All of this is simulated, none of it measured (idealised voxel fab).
This is a process module. Its name is voxel transistor to metal.
Cross-section cut spans 150 nm and uses square cells 5 nm in size.
Notation: cross-section as square-cell grid; stated in bands, top first, going down; one or more cell rows per band.
Read a band's entry like this: the first values are the height of its top and the height of its bottom in nm, and what follows is the sequence of materials from left to right, each with its width in nm. Note that "empty" is empty space, and that a single material marked "everywhere" reaches across the band from edge to edge.
Heads up on the height convention: 0 is the point under which the incoming wafer is all one material, and the lowest band has no bottom, it just keeps going down, like "0 nm and below".
With a width like "30->40", each row of cells in the band differs from the next by the same amount, the top row carrying the first number and the bottom row the second.
For the purposes of this document, the phrase "nothing got changed" attached to a step denotes that no cell within the cross-section was modified by that step.
Heads up: "Enclosed internal voids" only lists the empty pockets with no open path to the top that are 8 cells or more, and it writes them as width x height at distance, distance from the left edge, in nm.
Post-settings text on a step line: simulator's own remark regarding the step.
The setting "overlay nm" may be written on the line of a step. When the step uses a mask, the value reports how far to the right of the planned place the mask lay, and a negative value reports that it lay to the left.

BELOW IS THE LIST OF PLANNED PROCESS STEPS
1. RECEIVE with material Si
2. OXIDIZE with depth nm 5
3. CONFORMAL_DEP with material SiN, thk nm 15
4. DIRECTIONAL_DEP with material aC, thk nm 15
5. PATTERN with tone cover, mask id ACTIVE, material resist, width nm 95, thk nm 30, overlay nm 0
6. DIRECTIONAL_ETCH with etch materials aC, depth nm 15
7. STRIP with etch materials resist
8. DIRECTIONAL_ETCH with etch materials SiN, depth nm 15
9. DIRECTIONAL_ETCH with etch materials SiO2, depth nm 5
10. DIRECTIONAL_ETCH with etch materials Si, depth nm 35
11. STRIP with etch materials aC
12. OXIDIZE with depth nm 5
13. FILL_DEP with material SiO2, thk nm 5
14. CMP with height nm 15
15. SELECTIVE_ETCH with etch materials SiO2, depth nm 5
16. STRIP with etch materials SiN
17. SELECTIVE_ETCH with etch materials SiO2, depth nm 5
18. OXIDIZE with depth nm 5
19. DIRECTIONAL_DEP with material polySi, thk nm 25
20. DIRECTIONAL_DEP with material SiCN, thk nm 15
21. DIRECTIONAL_DEP with material aC, thk nm 10
22. PATTERN with tone cover, mask id GATE, material resist, width nm 15, thk nm 30, overlay nm 0
23. DIRECTIONAL_ETCH with etch materials aC, depth nm 10
24. STRIP with etch materials resist
25. DIRECTIONAL_ETCH with etch materials SiCN, depth nm 25
26. DIRECTIONAL_ETCH with etch materials polySi, depth nm 35
27. STRIP with etch materials aC
28. CONFORMAL_DEP with material SiO2, thk nm 5
29. DIRECTIONAL_ETCH with etch materials SiO2, depth nm 5
30. CONFORMAL_DEP with material SiN, thk nm 10
31. DIRECTIONAL_ETCH with etch materials SiN, depth nm 10
32. DIRECTIONAL_ETCH with etch materials SiO2, depth nm 5
33. EPI with material SiGe, thk nm 5
34. FILL_DEP with material SiO2, thk nm 10
35. CMP with height nm 35
36. DIRECTIONAL_DEP with material SiO2, thk nm 15
37. MASKED_ETCH with tone open, mask id CONTACT, width nm 30, pitch nm 55, etch materials SiO2, depth nm 55, overlay nm 0
38. CONFORMAL_DEP with material TiN, thk nm 5
39. FILL_DEP with material W, thk nm 5
40. CMP with height nm 50
41. CONFORMAL_DEP with material SiN, thk nm 5
42. DIRECTIONAL_DEP with material lowk, thk nm 15
43. MASKED_ETCH with tone open, mask id METAL_1, width nm 15, pitch nm 70, etch materials lowk, depth nm 15, overlay nm 0
44. MASKED_ETCH with tone open, mask id METAL_1, width nm 15, pitch nm 70, etch materials SiN, depth nm 5, overlay nm 0
45. CONFORMAL_DEP with material TiN, thk nm 5
46. FILL_DEP with material Cu, thk nm 5
47. CMP with height nm 70
48. CONFORMAL_DEP with material SiCN, thk nm 5

RECEIVED-STATE CROSS-SECTION, REFLECTING COMPLETION OF STEP 1
    0 nm and below | Si everywhere
    Enclosed internal voids: none

CROSS-SECTIONAL VIEW OF THE FIRST OF THE TWO WAFERS UPON COMPLETION OF THE MODULE, PROCESSED IN ACCORDANCE WITH THE PLAN
    75 nm to 70 nm | SiCN everywhere
    70 nm to 55 nm | lowk 30 nm | TiN 5 nm | Cu 5 nm | TiN 5 nm | lowk 55 nm | TiN 5 nm | Cu 5 nm | TiN 5 nm | lowk 35 nm
    55 nm to 50 nm | SiN 30 nm | TiN 15 nm | SiN 55 nm | TiN 15 nm | SiN 35 nm
    50 nm to 40 nm | SiO2 30 nm | TiN 5 nm | W 20 nm | TiN 5 nm | SiO2 25 nm | TiN 5 nm | W 20 nm | TiN 5 nm | SiO2 35 nm
    40 nm to 35 nm | SiO2 30 nm | TiN 5 nm | W 10 nm | TiN 15 nm | SiO2 25 nm | TiN 15 nm | W 10 nm | TiN 5 nm | SiO2 35 nm
    35 nm to 20 nm | SiO2 30 nm | TiN 5 nm | W 10 nm | TiN 5 nm | SiN 10 nm | SiO2 5 nm | SiCN 15 nm | SiO2 5 nm | SiN 10 nm | TiN 5 nm | W 10 nm | TiN 5 nm | SiO2 35 nm
    20 nm to 10 nm | SiO2 30 nm | TiN 5 nm | W 10 nm | TiN 5 nm | SiN 10 nm | SiO2 5 nm | polySi 15 nm | SiO2 5 nm | SiN 10 nm | TiN 5 nm | W 10 nm | TiN 5 nm | SiO2 35 nm
    10 nm to 5 nm | SiO2 30 nm | TiN 10 nm | W 5 nm | TiN 5 nm | SiN 10 nm | SiO2 5 nm | polySi 15 nm | SiO2 5 nm | SiN 10 nm | TiN 5 nm | W 5 nm | TiN 10 nm | SiO2 35 nm
    5 nm to 0 nm | SiO2 25 nm | SiN 10 nm | TiN 5 nm | W 5 nm | TiN 5 nm | SiN 10 nm | SiO2 5 nm | polySi 15 nm | SiO2 5 nm | SiN 10 nm | TiN 5 nm | W 5 nm | TiN 5 nm | SiN 10 nm | SiO2 30 nm
    0 nm to -5 nm | SiO2 25 nm | SiN 10 nm | TiN 15 nm | SiN 10 nm | SiO2 5 nm | polySi 15 nm | SiO2 5 nm | SiN 10 nm | TiN 15 nm | SiN 10 nm | SiO2 30 nm
    -5 nm to -10 nm | SiO2 35 nm | SiGe 15 nm | SiO2 45 nm | SiGe 15 nm | SiO2 40 nm
    -10 nm to -45 nm | SiO2 30 nm | Si 85 nm | SiO2 35 nm
    -45 nm and below | Si everywhere
    Enclosed internal voids: none

CROSS-SECTION, WAFER TWO OF TWO, END OF MODULE: SAME START AND PLAN AS WAFER ONE, ONE ERROR IN EXECUTION
    75 nm to 70 nm | SiCN everywhere
    70 nm to 55 nm | lowk 30 nm | TiN 5 nm | Cu 5 nm | TiN 5 nm | lowk 55 nm | TiN 5 nm | Cu 5 nm | TiN 5 nm | lowk 35 nm
    55 nm to 50 nm | SiN 30 nm | TiN 15 nm | SiN 55 nm | TiN 15 nm | SiN 35 nm
    50 nm to 35 nm | SiO2 30 nm | TiN 5 nm | W 20 nm | TiN 5 nm | SiO2 25 nm | TiN 5 nm | W 20 nm | TiN 5 nm | SiO2 35 nm
    35 nm to 20 nm | SiO2 30 nm | TiN 5 nm | W 20 nm | TiN 5 nm | SiO2 5 nm | SiCN 15 nm | SiO2 5 nm | TiN 5 nm | W 20 nm | TiN 5 nm | SiO2 35 nm
    20 nm to 0 nm | SiO2 30 nm | TiN 5 nm | W 20 nm | TiN 5 nm | SiO2 5 nm | polySi 15 nm | SiO2 5 nm | TiN 5 nm | W 20 nm | TiN 5 nm | SiO2 35 nm
    0 nm to -5 nm | SiO2 30 nm | TiN 30 nm | SiO2 5 nm | polySi 15 nm | SiO2 5 nm | TiN 30 nm | SiO2 35 nm
    -5 nm to -10 nm | SiO2 25 nm | SiGe 35 nm | SiO2 25 nm | SiGe 35 nm | SiO2 30 nm
    -10 nm to -45 nm | SiO2 30 nm | Si 85 nm | SiO2 35 nm
    -45 nm and below | Si everywhere
    Enclosed internal voids: none
Short version of what went wrong: step 30 from the plan never happened, it was just skipped
The second wafer ends with more or fewer cells of some materials than the first, per final count: 8 more of SiGe, 40 fewer of SiN, 4 fewer of SiO2, 36 more of W
